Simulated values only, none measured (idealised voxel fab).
Presented below is a process module, voxel trench capacitor.
Each square cell in cross-section cut measures 5 nm, and the section as a whole is 165 nm wide.
Heads up, the way a cross-section reads in here is a grid of square cells, handed over as bands from the top down, with every band being one or more rows of cells. It is stipulated that each band's entry specify, in nanometres, the height of the top of the band and then that of its bottom, followed by the materials of the band in left-to-right sequence, each together with its width in nanometres. A single material marked by the word "full width" is understood to fill the band from edge to edge; the word "blank" is understood to denote empty space. Convention: height 0 is the level below which the wafer, as received, is all one material. The lowest band does not terminate at the bottom but continues downward, represented as "0 -> down". It should be noted that a width expressed as "30->40" varies in equal increments from row to row of cells within the band, taking the value of the first number at the top row and that of the second number at the bottom row. "remained the same" for a step: no cell of the cross-section changed in that step. The label "Fully closed voids" introduces a list of the empty spaces, 8 cells or larger, that have no open way up to the top; each entry in it reads width x height at distance, where the distance is taken from the left edge and all three are stated in nm. Formally, on a step line, whatever follows the settings is a remark that the simulator itself makes on the step. A step's line can hold "overlay nm"; with a mask on that step, the setting says how far right of the planned place the mask lay, while a negative setting says it lay to the left.

**Planned step list for the process**
| 1 | op RECEIVE | material Si |
| 2 | op CONFORMAL_DEP | material SiN | thk nm 10 |
| 3 | op MASKED_ETCH | tone open | mask id TRENCH | width nm 30 | pitch nm 60 | etch materials SiN | depth nm 10 | overlay nm 0 |
| 4 | op MASKED_ETCH | tone open | mask id TRENCH | width nm 20 | pitch nm 60 | etch materials Si | depth nm 35 | overlay nm 0 |
| 5 | op CONFORMAL_DEP | material Al2O3 | thk nm 5 |
| 6 | op CONFORMAL_DEP | material TiN | thk nm 5 |
| 7 | op FILL_DEP | material W | thk nm 10 |
| 8 | op CMP | height nm 10 |
Don't read the plan's width nm for step 4 as applying to every wafer: that's the first wafer's value, and the wafers differ in it, though they all start identical.

**The as-received cross-section of the first of several wafers corresponds to the state after step 1**
0 -> down | Si full width
Fully closed voids: none

**Cross-section after step 8, the final step of the module, for the first of several wafers**
10 -> 0 | 35 SiN | 5->10 Al2O3 | 20->10 TiN | 5->10 Al2O3 | 30 SiN | 5->10 Al2O3 | 20->10 TiN | 5->10 Al2O3 | 40 SiN
0 -> -30 | 40 Si | 5 Al2O3 | 10 TiN | 5 Al2O3 | 40 Si | 5 Al2O3 | 10 TiN | 5 Al2O3 | 45 Si
-30 -> -35 | 40 Si | 20 Al2O3 | 40 Si | 20 Al2O3 | 45 Si
-35 -> down | Si full width
Fully closed voids: none

**The final wafer, sectioned at module end**
10 -> 0 | 35 SiN | 5 Al2O3 | 5 TiN | 10 W | 5 TiN | 5 Al2O3 | 30 SiN | 5 Al2O3 | 5 TiN | 10 W | 5 TiN | 5 Al2O3 | 40 SiN
0 -> -25 | 35 Si | 5 Al2O3 | 5 TiN | 10 W | 5 TiN | 5 Al2O3 | 30 Si | 5 Al2O3 | 5 TiN | 10 W | 5 TiN | 5 Al2O3 | 40 Si
-25 -> -30 | 35 Si | 5 Al2O3 | 20 TiN | 5 Al2O3 | 30 Si | 5 Al2O3 | 20 TiN | 5 Al2O3 | 40 Si
-30 -> -35 | 35 Si | 30 Al2O3 | 30 Si | 30 Al2O3 | 40 Si
-35 -> down | Si full width
Fully closed voids: none

**wafer rows; end of module; cells per material since receipt: (+) gained, (-) lost; then closed voids**
width nm 20; +44 Al2O3; -56 Si; +42 SiN; +36 TiN; Fully closed voids: none
width nm 25; +44 Al2O3; -70 Si; +42 SiN; +36 TiN; +14 W; Fully closed voids: none
width nm 30; +44 Al2O3; -84 Si; +42 SiN; +36 TiN; +28 W; Fully closed voids: none
width nm 35; +44 Al2O3; -84 Si; +42 SiN; +36 TiN; +28 W; Fully closed voids: none
width nm 40; +44 Al2O3; -84 Si; +42 SiN; +36 TiN; +28 W; Fully closed voids: none
width nm 45; +44 Al2O3; -84 Si; +42 SiN; +36 TiN; +28 W; Fully closed voids: none
